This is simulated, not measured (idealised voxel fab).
process module | voxel air gaps
cross-section cut | 295 nm wide | cells 5 nm
A cross-section is a grid of square cells, given in bands from the top down. A band is one or more rows of cells.
Each band's line starts with the height of the band's top and of its bottom, in nm. Then come its materials from left to right, each with its width in nm. One material with "throughout" fills the band from edge to edge. "air" is empty space.
Height 0 is the level under which the wafer as received is all one material. The lowest band goes on downwards, as in "0 down".
A width such as "30 to 40" changes by the same amount from each row of cells to the next, from the band's top row to its bottom row.
"no change" after a step means that no cell of the cross-section changed.
closed voids: empty space of 8 cells or more with no open way to the top, each as width x height at its distance from the left edge, in nm
after a step's settings: what the simulator itself notes on the step
overlay nm, on a step with a mask: how far to the right of its planned place the mask lay; to the left if negative
plan
1 op RECEIVE | material Si
2 op CONFORMAL_DEP | material SiO2 | thk nm 15
3 op CONFORMAL_DEP | material SiN | thk nm 5
4 op DIRECTIONAL_DEP | material lowk | thk nm 35
5 op MASKED_ETCH | tone open | mask id LINES | width nm 20 | pitch nm 50 | etch materials lowk | depth nm 35 | overlay nm 0
6 op CONFORMAL_DEP | material TiN | thk nm 5
7 op FILL_DEP | material Cu | thk nm 5
8 op CMP | height nm 55
9 op EPI | material Ru | thk nm 10
10 op SELECTIVE_ETCH | etch materials lowk | depth nm 45
11 op CONFORMAL_DEP | material SiN | thk nm 5
as received, after step 1
  0 down: Si throughout
  closed voids: none
a wafer at the end: this start, this plan, one mistake
  70 to 65: SiN throughout
  65 to 55: Ru throughout
  55 to 25: Cu 80 | TiN 5 | lowk 20 | TiN 5 | Cu 20 | TiN 5 | lowk 20 | TiN 5 | Cu 20 | TiN 5 | lowk 20 | TiN 5 | Cu 85
  25 to 20: TiN 85 | lowk 20 | TiN 30 | lowk 20 | TiN 30 | lowk 20 | TiN 90
  20 to 15: SiN throughout
  15 to 0: SiO2 throughout
  0 down: Si throughout
  closed voids: none
what went wrong: step 5 ran as: op MASKED_ETCH | tone cover | mask id LINES | width nm 20 | pitch nm 50 | etch materials lowk | depth nm 35 | overlay nm 0
